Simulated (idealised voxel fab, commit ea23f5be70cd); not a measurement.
The document below concerns the process module designated voxel air gaps.
Cross-section cut: width 155 nm, square cells of 5 nm.
Cross-section = grid of square cells, listed top down in bands; band = one or more rows.
Read a band's entry like this: the first values are the height of its top and the height of its bottom in nm, and what follows is the sequence of materials from left to right, each with its width in nm. Note that "blank" is empty space, and that a single material marked "edge to edge" reaches across the band from edge to edge.
Ref level 0: as-received wafer is one material below here. Bottom band extends down with no lower bound ("0 down").
With a width like "30 to 40", each row of cells in the band differs from the next by the same amount, the top row carrying the first number and the bottom row the second.
A step reported as "no modifications" is a step in which no cell of the cross-section changed.
"Closed void entries": empty spaces of 8 cells or more with no open way to the top, each given as width x height at distance, distance from the left edge, all in nm.
Past the settings on a step's line: simulator remark, on that step.
Regarding "overlay nm": on a step with a mask, it is the distance the mask lay to the right of its planned place; a negative value places it to the left.

Steps in the process plan
1: RECEIVE | material Si
2: CONFORMAL_DEP | material SiO2 | thk nm 10
3: CONFORMAL_DEP | material SiCN | thk nm 5
4: DIRECTIONAL_DEP | material lowk | thk nm 30
5: DIRECTIONAL_DEP | material aC | thk nm 10
6: PATTERN | tone open | mask id LINES | material resist | width nm 20 | pitch nm 45 | thk nm 25 | overlay nm 0
7: DIRECTIONAL_ETCH | etch materials aC | depth nm 10
8: STRIP | etch materials resist
9: DIRECTIONAL_ETCH | etch materials lowk | depth nm 30
10: STRIP | etch materials aC
11: CONFORMAL_DEP | material TiN | thk nm 5
12: FILL_DEP | material Cu | thk nm 5
13: CMP | height nm 45
14: EPI | material Ru | thk nm 10
15: SELECTIVE_ETCH | etch materials lowk | depth nm 40
16: CONFORMAL_DEP | material SiCN | thk nm 5

Cross-section: wafer on arrival = after step 1
0 down | Si edge to edge
Closed void entries: none

End state of the module in cross-section, given the above starting point and plan and one mistake in execution
60 to 55 | 5 blank / 140 SiCN / 10 blank
55 to 45 | 5 blank / 5 SiCN / 40 Ru / 5 SiCN / 40 Ru / 5 SiCN / 40 Ru / 5 SiCN / 10 blank
45 to 40 | 5 blank / 15 SiCN / 5 TiN / 10 Cu / 5 TiN / 25 SiCN / 5 TiN / 10 Cu / 5 TiN / 25 SiCN / 5 TiN / 10 Cu / 5 TiN / 15 SiCN / 10 blank
40 to 25 | 15 blank / 5 SiCN / 5 TiN / 10 Cu / 5 TiN / 5 SiCN / 15 blank / 5 SiCN / 5 TiN / 10 Cu / 5 TiN / 5 SiCN / 15 blank / 5 SiCN / 5 TiN / 10 Cu / 5 TiN / 5 SiCN / 20 blank
25 to 20 | 20 SiCN / 20 TiN / 25 SiCN / 20 TiN / 25 SiCN / 20 TiN / 25 SiCN
20 to 15 | SiCN edge to edge
15 to 0 | SiO2 edge to edge
0 down | Si edge to edge
Closed void entries: 15 x 15 at 45; 15 x 15 at 90
Short version of what went wrong: the process deviated at step 2: the operation and settings actually run there were CONFORMAL_DEP | material SiO2 | thk nm 15
